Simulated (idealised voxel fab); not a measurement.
process module | voxel capacitor over wiring
cross-section cut | 205 nm wide | cells 5 nm
A cross-section is a grid of square cells, given in bands from the top down. A band is one or more rows of cells.
Each band's line starts with the height of the band's top and of its bottom, in nm. Then come its materials from left to right, each with its width in nm. One material with "throughout" fills the band from edge to edge. "air" is empty space.
Height 0 is the level under which the wafer as received is all one material. The lowest band goes on downwards, as in "0 down".
A width such as "30 to 40" changes by the same amount from each row of cells to the next, from the band's top row to its bottom row.
"no change" after a step means that no cell of the cross-section changed.
closed voids: empty space of 8 cells or more with no open way to the top, each as width x height at its distance from the left edge, in nm
after a step's settings: what the simulator itself notes on the step
overlay nm, on a step with a mask: how far to the right of its planned place the mask lay; to the left if negative
plan
1 op RECEIVE | material Si
2 op CONFORMAL_DEP | material SiO2 | thk nm 10
3 op DIRECTIONAL_DEP | material TiN | thk nm 5
4 op DIRECTIONAL_DEP | material W | thk nm 15
5 op MASKED_ETCH | tone cover | mask id METAL_1 | width nm 25 | pitch nm 90 | etch materials W | depth nm 15 | overlay nm 0
6 op MASKED_ETCH | tone cover | mask id METAL_1 | width nm 25 | pitch nm 90 | etch materials TiN | depth nm 5 | overlay nm 0
7 op FILL_DEP | material lowk | thk nm 10
8 op CMP | height nm 30
9 op CONFORMAL_DEP | material SiCN | thk nm 5
10 op DIRECTIONAL_DEP | material SiO2 | thk nm 10
11 op DIRECTIONAL_DEP | material aC | thk nm 15
12 op PATTERN | tone open | mask id PLUG_1 | material resist | width nm 15 | thk nm 30 | overlay nm 0
13 op DIRECTIONAL_ETCH | etch materials aC | depth nm 15
14 op STRIP | etch materials resist
15 op DIRECTIONAL_ETCH | etch materials SiO2 | depth nm 10
16 op DIRECTIONAL_ETCH | etch materials SiCN | depth nm 5
17 op STRIP | etch materials aC
18 op EPI | material Ru | thk nm 10
19 op EPI | material Ru | thk nm 5
20 op DIRECTIONAL_DEP | material TiN | thk nm 10
21 op DIRECTIONAL_DEP | material SiN | thk nm 5
22 op DIRECTIONAL_DEP | material TiN | thk nm 5
23 op PATTERN | tone cover | mask id UPPER_PLATE | material resist | width nm 70 | thk nm 15 | overlay nm 0
24 op DIRECTIONAL_ETCH | etch materials TiN | depth nm 5
25 op DIRECTIONAL_ETCH | etch materials SiN | depth nm 5
26 op STRIP | etch materials resist
27 op PATTERN | tone cover | mask id LOWER_PLATE | material resist | width nm 80 | thk nm 15 | overlay nm 0
28 op DIRECTIONAL_ETCH | etch materials TiN | depth nm 10
29 op STRIP | etch materials resist
30 op FILL_DEP | material SiO2 | thk nm 15
31 op CMP | height nm 75
32 op MASKED_ETCH | tone open | mask id PLUG_2 | width nm 15 | etch materials SiO2 | depth nm 10 | overlay nm 0
33 op CONFORMAL_DEP | material TiN | thk nm 5
34 op FILL_DEP | material Cu | thk nm 5
35 op CMP | height nm 75
36 op CONFORMAL_DEP | material SiN | thk nm 5
as received, after step 1
  0 down: Si throughout
  closed voids: none
first wafer at the end, as planned
  80 to 75: SiN throughout
  75 to 70: SiO2 65 | TiN 5 | Cu 5 | TiN 5 | SiO2 125
  70 to 60: SiO2 65 to 55 | TiN 15 to 70 | SiO2 125 to 80
  60 to 55: SiO2 55 | SiN 70 | SiO2 80
  55 to 45: SiO2 50 | TiN 80 | SiO2 75
  45 to 35: SiO2 55 | Ru 15 | SiO2 135
  35 to 30: SiCN 55 | Ru 15 | SiCN 135
  30 to 15: lowk 45 | W 25 | lowk 65 | W 25 | lowk 45
  15 to 10: lowk 45 | TiN 25 | lowk 65 | TiN 25 | lowk 45
  10 to 0: SiO2 throughout
  0 down: Si throughout
  closed voids: none
second wafer at the end: like start, like plan, one mistake
  80 to 75: SiN throughout
  75 to 70: Cu 60 | TiN 5 | SiO2 15 | TiN 5 | Cu 120
  70 to 65: TiN 65 | SiO2 15 | TiN 125
  65 to 60: SiO2 55 | TiN 70 | SiO2 80
  60 to 55: SiO2 55 | SiN 70 | SiO2 80
  55 to 45: SiO2 50 | TiN 80 | SiO2 75
  45 to 35: SiO2 55 | Ru 15 | SiO2 135
  35 to 30: SiCN 55 | Ru 15 | SiCN 135
  30 to 15: lowk 45 | W 25 | lowk 65 | W 25 | lowk 45
  15 to 10: lowk 45 | TiN 25 | lowk 65 | TiN 25 | lowk 45
  10 to 0: SiO2 throughout
  0 down: Si throughout
  closed voids: none
what went wrong: step 32 ran as: op MASKED_ETCH | tone cover | mask id PLUG_2 | width nm 15 | etch materials SiO2 | depth nm 10 | overlay nm 0
at the end the second wafer has, in cells: 35 more of Cu | 70 fewer of SiO2 | 35 more of TiN
